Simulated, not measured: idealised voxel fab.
Module name: voxel fin reveal (process module)
Cross-section cut spans 215 nm and uses square cells 5 nm in size.
If you're reading a cross-section in this doc, picture square cells in a grid; it comes to you as bands, top ones listed first down to the bottom, and a band can be one or more rows of cells.
Per band: top height and bottom height in nm, followed by the left-to-right materials and their widths in nm; "full width" marks a single material spanning edge to edge, "blank" marks empty space.
Measure heights from 0. That's the level where, below it, the as-received wafer is all one material. The lowest band is bottomless and extends downward; write it as in "top 0, no bottom".
Width spec "30->40" -> top row of cells at first value, bottom row at second value, equal per-row change in between.
"no modifications", as given for a step, is the statement that not any cell of the cross-section underwent a change during that step.
In "Enclosed void list" the enclosed voids are listed, meaning empty spaces of 8 cells or larger without any opening to the top. The form is width x height at distance, distance from the left edge, units nm.
If you see something after the settings on a step's line, that's the simulator's own remark about that step.
overlay nm: on a step with a mask, how far right of its planned place the mask lay; negative means left.

Set out below are the planned steps of the process
| 1 | RECEIVE: material Si |
| 2 | CONFORMAL_DEP: material SiN, thk nm 5 |
| 3 | PATTERN: tone cover, mask id FINS, material resist, width nm 15, pitch nm 45, thk nm 15, overlay nm 0 |
| 4 | DIRECTIONAL_ETCH: etch materials SiN, depth nm 5 |
| 5 | DIRECTIONAL_ETCH: etch materials Si, depth nm 30 |
| 6 | STRIP: etch materials resist |
| 7 | FILL_DEP: material SiO2, thk nm 10 |
| 8 | CMP: height nm 5 |
| 9 | SELECTIVE_ETCH: etch materials SiO2, depth nm 20 |
| 10 | STRIP: etch materials SiN |

Wafer as received: cross-section following step 1
top 0, no bottom  Si full width
Enclosed void list: none

Wafer cross-section at end of module: start and plan as shown above, one execution error
top 0, bottom -15  blank 75 nm, then Si 15 nm, then blank 30 nm, then Si 15 nm, then blank 80 nm
top -15, bottom -20  SiO2 55 nm, then blank 20 nm, then Si 15 nm, then blank 30 nm, then Si 15 nm, then blank 20 nm, then SiO2 60 nm
top -20, bottom -30  SiO2 75 nm, then Si 15 nm, then SiO2 30 nm, then Si 15 nm, then SiO2 80 nm
top -30, no bottom  Si full width
Enclosed void list: none
Here's what went sideways: step 9 ran in the slot meant for step 10, and vice versa
